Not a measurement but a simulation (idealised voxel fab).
Process module in this document: voxel gate over fins
Each square cell in cross-section cut measures 5 nm, and the section as a whole is 235 nm wide.
For the purposes of this document, a cross-section shall be understood as a grid of square cells, specified as bands listed in top-to-bottom order, each band consisting of one or more rows of cells.
This entry defines a band. It first specifies the height of the band's top and the height of its bottom in nm, and then specifies the band's materials from left to right, stating each material with its width in nm. The word "everywhere" identifies a single material that fills the band from edge to edge, while the word "blank" identifies empty space.
Height is counted from the level 0, under which the received wafer is composed throughout of one material. The lowest of the bands is not closed at the bottom but continues downward, in the notation "0 and below".
A width given as "30 to 40" starts at the first number in the band's top row and ends at the second number in its bottom row, shifting by an equal amount at every step from row to row.
Where the words "left unchanged" appear for a step, the cross-section shows no cell changed by that step; every cell remained as before.
Under "Enclosed cavity list" you'll find the enclosed gaps, the ones with no way out to the top, that are 8 cells or bigger; each reads width x height at distance, with distance counted from the left edge, everything in nm.
It should be noted that, on the line of a given step, the content following the step's settings is a remark produced by the simulator itself with respect to that step.
overlay nm: mask offset rightward from planned place, masked step; negative means leftward offset.

**Below is the list of planned process steps**
1,RECEIVE, material Si
2,CONFORMAL_DEP, material SiN, thk nm 5
3,PATTERN, tone cover, mask id FINS, material resist, width nm 15, pitch nm 35, thk nm 15, overlay nm 0
4,DIRECTIONAL_ETCH, etch materials SiN, depth nm 5
5,DIRECTIONAL_ETCH, etch materials Si, depth nm 35
6,STRIP, etch materials resist
7,FILL_DEP, material SiO2, thk nm 5
8,CMP, height nm 5
9,SELECTIVE_ETCH, etch materials SiO2, depth nm 15
10,STRIP, etch materials SiN
11,CONFORMAL_DEP, material HfO2, thk nm 5
12,CONFORMAL_DEP, material TiN, thk nm 5
13,FILL_DEP, material W, thk nm 10
14,CMP, height nm 15
15,CONFORMAL_DEP, material SiN, thk nm 5

**Cross-section of the wafer as it came to us, i.e., already through step 1**
  0 and below  Si everywhere
  Enclosed cavity list: none

**Cross-section, first of two wafers, end of module, run as planned**
  20 down to 15  SiN everywhere
  15 down to 10  W everywhere
  10 down to 5  W: 65, TiN: 105, W: 65
  5 down to 0  W: 65, TiN: 5, HfO2: 25, TiN: 10, HfO2: 25, TiN: 10, HfO2: 25, TiN: 5, W: 65
  0 down to -5  TiN: 70, HfO2: 5, Si: 15, HfO2: 5, TiN: 10, HfO2: 5, Si: 15, HfO2: 5, TiN: 10, HfO2: 5, Si: 15, HfO2: 5, TiN: 70
  -5 down to -10  HfO2: 75, Si: 15, HfO2: 20, Si: 15, HfO2: 20, Si: 15, HfO2: 75
  -10 down to -35  SiO2: 75, Si: 15, SiO2: 20, Si: 15, SiO2: 20, Si: 15, SiO2: 75
  -35 and below  Si everywhere
  Enclosed cavity list: none

**Cross-sectional view: second of two wafers, end of module; start and plan identical to the first, one mistake in running**
  20 down to 15  SiN everywhere
  15 down to 10  W everywhere
  10 down to 5  W: 75, TiN: 105, W: 55
  5 down to 0  W: 75, TiN: 5, HfO2: 25, TiN: 10, HfO2: 25, TiN: 10, HfO2: 25, TiN: 5, W: 55
  0 down to -5  TiN: 80, HfO2: 5, Si: 15, HfO2: 5, TiN: 10, HfO2: 5, Si: 15, HfO2: 5, TiN: 10, HfO2: 5, Si: 15, HfO2: 5, TiN: 60
  -5 down to -10  HfO2: 85, Si: 15, HfO2: 20, Si: 15, HfO2: 20, Si: 15, HfO2: 65
  -10 down to -35  SiO2: 85, Si: 15, SiO2: 20, Si: 15, SiO2: 20, Si: 15, SiO2: 65
  -35 and below  Si everywhere
  Enclosed cavity list: none
The plan and the run diverged here: step 3 ran differently from the plan; actual operation with settings: PATTERN, tone cover, mask id FINS, material resist, width nm 15, pitch nm 35, thk nm 15, overlay nm 10
At the end, each material covers as many cells on the second wafer as it does on the first, though the cells it covers are elsewhere.
